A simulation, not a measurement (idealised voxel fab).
The name of this process module is voxel spacer lines.
205 nm wide, 5 nm square cells: that's cross-section cut.
How to read a cross-section here: the picture is a grid of square cells, written as bands going from the top down, and any band can span one or more rows of cells.
What a band's entry tells you: where the top is and where the bottom is, as heights in nm, and after that what lies inside, material by material from left to right, each with its width in nm. Empty space is written as the word "empty", and a single material marked with the word "all across" occupies the band from edge to edge.
It should be noted that heights are counted from 0, beneath which the wafer as supplied is of one material throughout, and that the lowest band possesses no lower boundary but continues downward, as written in "z 0 and below".
Top row gets the first number, bottom row gets the second, and each row in between changes by the same step: that is how a band width like "30->40" works.
The designation "everything unchanged", where it is given for a processing step, indicates that no cell of the cross-section was altered in the course of that step.
Any empty space of 8 cells or more lacking an open way to the top shows up in "Entrapped voids" as width x height at distance, distance from the left edge, in nm.
On each step's line, the part that comes after the settings is the simulator's own comment on the step.
The line of a step may include "overlay nm". On a step with a mask, this value is how far to the right of its planned place the mask lay. A negative value means the mask lay to the left.
[Below is the list of planned process steps]
step 1: op RECEIVE | material Si
step 2: op CONFORMAL_DEP | material Al2O3 | thk nm 10
step 3: op DIRECTIONAL_DEP | material W | thk nm 15
step 4: op DIRECTIONAL_DEP | material aC | thk nm 20
step 5: op PATTERN | tone cover | mask id MANDREL | material resist | width nm 15 | pitch nm 50 | thk nm 25 | overlay nm 0
step 6: op DIRECTIONAL_ETCH | etch materials aC | depth nm 20
step 7: op STRIP | etch materials resist
step 8: op CONFORMAL_DEP | material SiO2 | thk nm 10
step 9: op DIRECTIONAL_ETCH | etch materials SiO2 | depth nm 10
step 10: op STRIP | etch materials aC
step 11: op DIRECTIONAL_ETCH | etch materials W | depth nm 15
step 12: op STRIP | etch materials SiO2
step 13: op FILL_DEP | material SiO2 | thk nm 10
step 14: op CMP | height nm 25
[The cross-section here shows the wafer as received, i.e. in its state after step 1]
	z 0 and below | Si all across
	Entrapped voids: none
[Cross-sectional image of the first of two wafers at the end of the module, the run having proceeded as planned]
	z 25 to 10 | SiO2 (60)  W (10)  SiO2 (15)  W (10)  SiO2 (15)  W (10)  SiO2 (15)  W (10)  SiO2 (60)
	z 10 to 0 | Al2O3 all across
	z 0 and below | Si all across
	Entrapped voids: none
[Cross-section of the latter of the two wafers at module completion. It had an identical start and an identical plan to the former; in running it, one mistake was made]
	z 25 to 15 | SiO2 (60)  W (10)  SiO2 (15)  W (10)  SiO2 (15)  W (10)  SiO2 (15)  W (10)  SiO2 (60)
	z 15 to 0 | Al2O3 all across
	z 0 and below | Si all across
	Entrapped voids: none
Plan not followed: step 2 changed vs plan, executed as op CONFORMAL_DEP | material Al2O3 | thk nm 15
Final difference in cells, second wafer against first, listed per material as more or fewer: +41 Al2O3 | -33 SiO2 | -8 W
